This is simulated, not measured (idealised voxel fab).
process module | voxel self aligned vias
The cross-section on display is named cut; it measures 240 nm wide, and its cells are 5 nm squares.
Throughout this document, each cross-section is represented as a grid of square cells and is presented as a sequence of bands enumerated from the top downward, where a band comprises one or more rows of cells. Heads up on the band format: heights come first, top then bottom, in nm. After that it's the materials left to right, each with its width in nm. A single material flagged "throughout" fills the whole band edge to edge, and "air" means there's empty space there. A quick word on heights: they are counted from 0, and under that level the wafer as it came to us is one material throughout. The lowest band is different from the rest in having no bottom; it simply continues downward, written as in "0 -> down". So if you see something like "30..40" for the width, read it as the top row of the band sitting at the first number and the bottom row at the second, with every row in between moving by the same amount as the last. Key: "changes: none" - step with no changed cell in the cross-section. Voids not open to the top, 8 cells minimum: see "Enclosed void list". Written width x height at distance; distance is from the left edge; nm. That trailing text on a step's line, after the settings, is the simulator's own remark on the step. The setting "overlay nm" may be written on the line of a step. When the step uses a mask, the value reports how far to the right of the planned place the mask lay, and a negative value reports that it lay to the left.

-- Here's what the planned process steps look like
step 1: RECEIVE [material Si]
step 2: CONFORMAL_DEP [material SiO2] [thk nm 15]
step 3: CONFORMAL_DEP [material SiCN] [thk nm 5]
step 4: DIRECTIONAL_DEP [material SiO2] [thk nm 20]
step 5: DIRECTIONAL_DEP [material aC] [thk nm 10]
step 6: PATTERN [tone open] [mask id LINES] [material resist] [width nm 25] [pitch nm 55] [thk nm 30] [overlay nm 0]
step 7: DIRECTIONAL_ETCH [etch materials aC] [depth nm 10]
step 8: STRIP [etch materials resist]
step 9: DIRECTIONAL_ETCH [etch materials SiO2] [depth nm 20]
step 10: STRIP [etch materials aC]
step 11: CONFORMAL_DEP [material TiN] [thk nm 5]
step 12: FILL_DEP [material W] [thk nm 5]
step 13: CMP [height nm 40]
step 14: SELECTIVE_ETCH [etch materials W Ru TiN] [depth nm 5]
step 15: FILL_DEP [material SiN] [thk nm 5]
step 16: CMP [height nm 40]
step 17: DIRECTIONAL_DEP [material SiO2] [thk nm 20]
step 18: DIRECTIONAL_DEP [material aC] [thk nm 10]
step 19: PATTERN [tone open] [mask id VIAS] [material resist] [width nm 35] [pitch nm 55] [thk nm 25] [overlay nm 0]
step 20: DIRECTIONAL_ETCH [etch materials aC] [depth nm 10]
step 21: STRIP [etch materials resist]
step 22: DIRECTIONAL_ETCH [etch materials SiO2] [depth nm 20]
step 23: DIRECTIONAL_ETCH [etch materials SiN] [depth nm 5]
step 24: STRIP [etch materials aC]
step 25: CONFORMAL_DEP [material TiN] [thk nm 5]
step 26: FILL_DEP [material Ru] [thk nm 5]
step 27: CMP [height nm 60]
step 28: CONFORMAL_DEP [material SiN] [thk nm 5]

-- First wafer out of two, processed as planned

-- The cross-section here shows the wafer as received, i.e. in its state after step 1
    0 -> down | Si throughout
    Enclosed void list: none

-- Upon completion of step 2, the wafer appears in cross-section as shown
    15 -> 0 | SiO2 throughout
    For the remainder of the cross-section, below 0, there is no change.

-- Upon completion of step 3, the wafer appears in cross-section as shown
    20 -> 15 | SiCN throughout
    For the remainder of the cross-section, below 15, there is no change.

-- Upon completion of step 4, the wafer appears in cross-section as shown
    40 -> 20 | SiO2 throughout
    For the remainder of the cross-section, below 20, there is no change.

-- Upon completion of step 5, the wafer appears in cross-section as shown
    50 -> 40 | aC throughout
    For the remainder of the cross-section, below 40, there is no change.

-- Upon completion of step 6, the wafer appears in cross-section as shown
    80 -> 50 | resist (80) | air (25) | resist (30) | air (25) | resist (80)
    For the remainder of the cross-section, below 50, there is no change.

-- Upon completion of step 7, the wafer appears in cross-section as shown
    70 -> 50 | resist (80) | air (25) | resist (30) | air (25) | resist (80)
    50 -> 40 | aC (80) | air (25) | aC (30) | air (25) | aC (80)
    For the remainder of the cross-section, below 40, there is no change.

-- Upon completion of step 8, the wafer appears in cross-section as shown
    50 -> 40 | aC (80) | air (25) | aC (30) | air (25) | aC (80)
    For the remainder of the cross-section, below 40, there is no change.

-- Upon completion of step 9, the wafer appears in cross-section as shown
    50 -> 40 | aC (80) | air (25) | aC (30) | air (25) | aC (80)
    40 -> 20 | SiO2 (80) | air (25) | SiO2 (30) | air (25) | SiO2 (80)
    For the remainder of the cross-section, below 20, there is no change.

-- Upon completion of step 10, the wafer appears in cross-section as shown
    40 -> 20 | SiO2 (80) | air (25) | SiO2 (30) | air (25) | SiO2 (80)
    For the remainder of the cross-section, below 20, there is no change.

-- Upon completion of step 11, the wafer appears in cross-section as shown
    45 -> 40 | TiN (85) | air (15) | TiN (40) | air (15) | TiN (85)
    40 -> 25 | SiO2 (80) | TiN (5) | air (15) | TiN (5) | SiO2 (30) | TiN (5) | air (15) | TiN (5) | SiO2 (80)
    25 -> 20 | SiO2 (80) | TiN (25) | SiO2 (30) | TiN (25) | SiO2 (80)
    For the remainder of the cross-section, below 20, there is no change.

-- Upon completion of step 12, the wafer appears in cross-section as shown
    50 -> 45 | W throughout
    45 -> 40 | TiN (85) | W (15) | TiN (40) | W (15) | TiN (85)
    40 -> 25 | SiO2 (80) | TiN (5) | W (15) | TiN (5) | SiO2 (30) | TiN (5) | W (15) | TiN (5) | SiO2 (80)
    For the remainder of the cross-section, below 25, there is no change.

-- Upon completion of step 13, the wafer appears in cross-section as shown
    40 -> 25 | SiO2 (80) | TiN (5) | W (15) | TiN (5) | SiO2 (30) | TiN (5) | W (15) | TiN (5) | SiO2 (80)
    For the remainder of the cross-section, below 25, there is no change.

-- Upon completion of step 14, the wafer appears in cross-section as shown
    40 -> 35 | SiO2 (80) | air (25) | SiO2 (30) | air (25) | SiO2 (80)
    For the remainder of the cross-section, below 35, there is no change.

-- Upon completion of step 15, the wafer appears in cross-section as shown
    45 -> 40 | SiN throughout
    40 -> 35 | SiO2 (80) | SiN (25) | SiO2 (30) | SiN (25) | SiO2 (80)
    For the remainder of the cross-section, below 35, there is no change.

-- Upon completion of step 16, the wafer appears in cross-section as shown
    40 -> 35 | SiO2 (80) | SiN (25) | SiO2 (30) | SiN (25) | SiO2 (80)
    For the remainder of the cross-section, below 35, there is no change.

-- Upon completion of step 17, the wafer appears in cross-section as shown
    60 -> 40 | SiO2 throughout
    For the remainder of the cross-section, below 40, there is no change.

-- Upon completion of step 18, the wafer appears in cross-section as shown
    70 -> 60 | aC throughout
    For the remainder of the cross-section, below 60, there is no change.

-- Upon completion of step 19, the wafer appears in cross-section as shown
    95 -> 70 | resist (75) | air (35) | resist (20) | air (35) | resist (75)
    For the remainder of the cross-section, below 70, there is no change.

-- Upon completion of step 20, the wafer appears in cross-section as shown
    85 -> 70 | resist (75) | air (35) | resist (20) | air (35) | resist (75)
    70 -> 60 | aC (75) | air (35) | aC (20) | air (35) | aC (75)
    For the remainder of the cross-section, below 60, there is no change.

-- Upon completion of step 21, the wafer appears in cross-section as shown
    70 -> 60 | aC (75) | air (35) | aC (20) | air (35) | aC (75)
    For the remainder of the cross-section, below 60, there is no change.

-- Upon completion of step 22, the wafer appears in cross-section as shown
    70 -> 60 | aC (75) | air (35) | aC (20) | air (35) | aC (75)
    60 -> 40 | SiO2 (75) | air (35) | SiO2 (20) | air (35) | SiO2 (75)
    For the remainder of the cross-section, below 40, there is no change.

-- Upon completion of step 23, the wafer appears in cross-section as shown
    70 -> 60 | aC (75) | air (35) | aC (20) | air (35) | aC (75)
    60 -> 40 | SiO2 (75) | air (35) | SiO2 (20) | air (35) | SiO2 (75)
    40 -> 35 | SiO2 (80) | air (25) | SiO2 (30) | air (25) | SiO2 (80)
    For the remainder of the cross-section, below 35, there is no change.

-- Upon completion of step 24, the wafer appears in cross-section as shown
    60 -> 40 | SiO2 (75) | air (35) | SiO2 (20) | air (35) | SiO2 (75)
    For the remainder of the cross-section, below 40, there is no change.

-- Upon completion of step 25, the wafer appears in cross-section as shown
    65 -> 60 | TiN (80) | air (25) | TiN (30) | air (25) | TiN (80)
    60 -> 45 | SiO2 (75) | TiN (5) | air (25) | TiN (5) | SiO2 (20) | TiN (5) | air (25) | TiN (5) | SiO2 (75)
    45 -> 40 | SiO2 (75) | TiN (10) | air (15) | TiN (10) | SiO2 (20) | TiN (10) | air (15) | TiN (10) | SiO2 (75)
    40 -> 35 | SiO2 (80) | TiN (25) | SiO2 (30) | TiN (25) | SiO2 (80)
    For the remainder of the cross-section, below 35, there is no change.

-- Upon completion of step 26, the wafer appears in cross-section as shown
    70 -> 65 | Ru throughout
    65 -> 60 | TiN (80) | Ru (25) | TiN (30) | Ru (25) | TiN (80)
    60 -> 45 | SiO2 (75) | TiN (5) | Ru (25) | TiN (5) | SiO2 (20) | TiN (5) | Ru (25) | TiN (5) | SiO2 (75)
    45 -> 40 | SiO2 (75) | TiN (10) | Ru (15) | TiN (10) | SiO2 (20) | TiN (10) | Ru (15) | TiN (10) | SiO2 (75)
    For the remainder of the cross-section, below 40, there is no change.

-- Upon completion of step 27, the wafer appears in cross-section as shown
    60 -> 45 | SiO2 (75) | TiN (5) | Ru (25) | TiN (5) | SiO2 (20) | TiN (5) | Ru (25) | TiN (5) | SiO2 (75)
    For the remainder of the cross-section, below 45, there is no change.

-- Upon completion of step 28, the wafer appears in cross-section as shown
    65 -> 60 | SiN throughout
    For the remainder of the cross-section, below 60, there is no change.

-- Okay, second wafer. Nothing different at the start, nothing different in the plan, just one mistake somewhere in the running. As far as step 2, counting that step, it's the first wafer all over again

Cross-section, second wafer, at the end time the plan gives for step 3: changes: none

-- Cross-section, second wafer, at the end time the plan gives for step 4
    35 -> 0 | SiO2 throughout
    For the remainder of the cross-section, below 0, there is no change.

-- Cross-section, second wafer, at the end time the plan gives for step 5
    45 -> 35 | aC throughout
    For the remainder of the cross-section, below 35, there is no change.

-- Cross-section, second wafer, at the end time the plan gives for step 6
    75 -> 45 | resist (80) | air (25) | resist (30) | air (25) | resist (80)
    For the remainder of the cross-section, below 45, there is no change.

-- Cross-section, second wafer, at the end time the plan gives for step 7
    65 -> 45 | resist (80) | air (25) | resist (30) | air (25) | resist (80)
    45 -> 35 | aC (80) | air (25) | aC (30) | air (25) | aC (80)
    For the remainder of the cross-section, below 35, there is no change.

-- Cross-section, second wafer, at the end time the plan gives for step 8
    45 -> 35 | aC (80) | air (25) | aC (30) | air (25) | aC (80)
    For the remainder of the cross-section, below 35, there is no change.

-- Cross-section, second wafer, at the end time the plan gives for step 9
    45 -> 35 | aC (80) | air (25) | aC (30) | air (25) | aC (80)
    35 -> 15 | SiO2 (80) | air (25) | SiO2 (30) | air (25) | SiO2 (80)
    For the remainder of the cross-section, below 15, there is no change.

-- Cross-section, second wafer, at the end time the plan gives for step 10
    35 -> 15 | SiO2 (80) | air (25) | SiO2 (30) | air (25) | SiO2 (80)
    For the remainder of the cross-section, below 15, there is no change.

-- Cross-section, second wafer, at the end time the plan gives for step 11
    40 -> 35 | TiN (85) | air (15) | TiN (40) | air (15) | TiN (85)
    35 -> 20 | SiO2 (80) | TiN (5) | air (15) | TiN (5) | SiO2 (30) | TiN (5) | air (15) | TiN (5) | SiO2 (80)
    20 -> 15 | SiO2 (80) | TiN (25) | SiO2 (30) | TiN (25) | SiO2 (80)
    For the remainder of the cross-section, below 15, there is no change.

-- Cross-section, second wafer, at the end time the plan gives for step 12
    45 -> 40 | W throughout
    40 -> 35 | TiN (85) | W (15) | TiN (40) | W (15) | TiN (85)
    35 -> 20 | SiO2 (80) | TiN (5) | W (15) | TiN (5) | SiO2 (30) | TiN (5) | W (15) | TiN (5) | SiO2 (80)
    For the remainder of the cross-section, below 20, there is no change.

-- Cross-section, second wafer, at the end time the plan gives for step 13
    40 -> 35 | TiN (85) | W (15) | TiN (40) | W (15) | TiN (85)
    For the remainder of the cross-section, below 35, there is no change.

-- Cross-section, second wafer, at the end time the plan gives for step 14
    35 -> 20 | SiO2 (80) | TiN (5) | W (15) | TiN (5) | SiO2 (30) | TiN (5) | W (15) | TiN (5) | SiO2 (80)
    For the remainder of the cross-section, below 20, there is no change.

-- Cross-section, second wafer, at the end time the plan gives for step 15
    40 -> 35 | SiN throughout
    For the remainder of the cross-section, below 35, there is no change.

Cross-section, second wafer, at the end time the plan gives for step 16: changes: none

-- Cross-section, second wafer, at the end time the plan gives for step 17
    60 -> 40 | SiO2 throughout
    For the remainder of the cross-section, below 40, there is no change.

-- Cross-section, second wafer, at the end time the plan gives for step 18
    70 -> 60 | aC throughout
    For the remainder of the cross-section, below 60, there is no change.

-- Cross-section, second wafer, at the end time the plan gives for step 19
    95 -> 70 | resist (75) | air (35) | resist (20) | air (35) | resist (75)
    For the remainder of the cross-section, below 70, there is no change.

-- Cross-section, second wafer, at the end time the plan gives for step 20
    85 -> 70 | resist (75) | air (35) | resist (20) | air (35) | resist (75)
    70 -> 60 | aC (75) | air (35) | aC (20) | air (35) | aC (75)
    For the remainder of the cross-section, below 60, there is no change.

-- Cross-section, second wafer, at the end time the plan gives for step 21
    70 -> 60 | aC (75) | air (35) | aC (20) | air (35) | aC (75)
    For the remainder of the cross-section, below 60, there is no change.

-- Cross-section, second wafer, at the end time the plan gives for step 22
    70 -> 60 | aC (75) | air (35) | aC (20) | air (35) | aC (75)
    60 -> 40 | SiO2 (75) | air (35) | SiO2 (20) | air (35) | SiO2 (75)
    For the remainder of the cross-section, below 40, there is no change.

-- Cross-section, second wafer, at the end time the plan gives for step 23
    70 -> 60 | aC (75) | air (35) | aC (20) | air (35) | aC (75)
    60 -> 40 | SiO2 (75) | air (35) | SiO2 (20) | air (35) | SiO2 (75)
    40 -> 35 | SiN (75) | air (35) | SiN (20) | air (35) | SiN (75)
    For the remainder of the cross-section, below 35, there is no change.

-- Cross-section, second wafer, at the end time the plan gives for step 24
    60 -> 40 | SiO2 (75) | air (35) | SiO2 (20) | air (35) | SiO2 (75)
    For the remainder of the cross-section, below 40, there is no change.

-- Cross-section, second wafer, at the end time the plan gives for step 25
    65 -> 60 | TiN (80) | air (25) | TiN (30) | air (25) | TiN (80)
    60 -> 40 | SiO2 (75) | TiN (5) | air (25) | TiN (5) | SiO2 (20) | TiN (5) | air (25) | TiN (5) | SiO2 (75)
    40 -> 35 | SiN (75) | TiN (35) | SiN (20) | TiN (35) | SiN (75)
    For the remainder of the cross-section, below 35, there is no change.

-- Cross-section, second wafer, at the end time the plan gives for step 26
    70 -> 65 | Ru throughout
    65 -> 60 | TiN (80) | Ru (25) | TiN (30) | Ru (25) | TiN (80)
    60 -> 40 | SiO2 (75) | TiN (5) | Ru (25) | TiN (5) | SiO2 (20) | TiN (5) | Ru (25) | TiN (5) | SiO2 (75)
    For the remainder of the cross-section, below 40, there is no change.

-- Cross-section, second wafer, at the end time the plan gives for step 27
    60 -> 40 | SiO2 (75) | TiN (5) | Ru (25) | TiN (5) | SiO2 (20) | TiN (5) | Ru (25) | TiN (5) | SiO2 (75)
    For the remainder of the cross-section, below 40, there is no change.

-- Cross-section, second wafer, at the end time the plan gives for step 28
    65 -> 60 | SiN throughout
    For the remainder of the cross-section, below 60, there is no change.
Deviation noted in wafer processing: plan step 3 was not performed, having been skipped
FYI, end of process, the second wafer has more or fewer cells of some materials than the first: Ru +4; SiCN -48; SiN +34; TiN +4; W +6
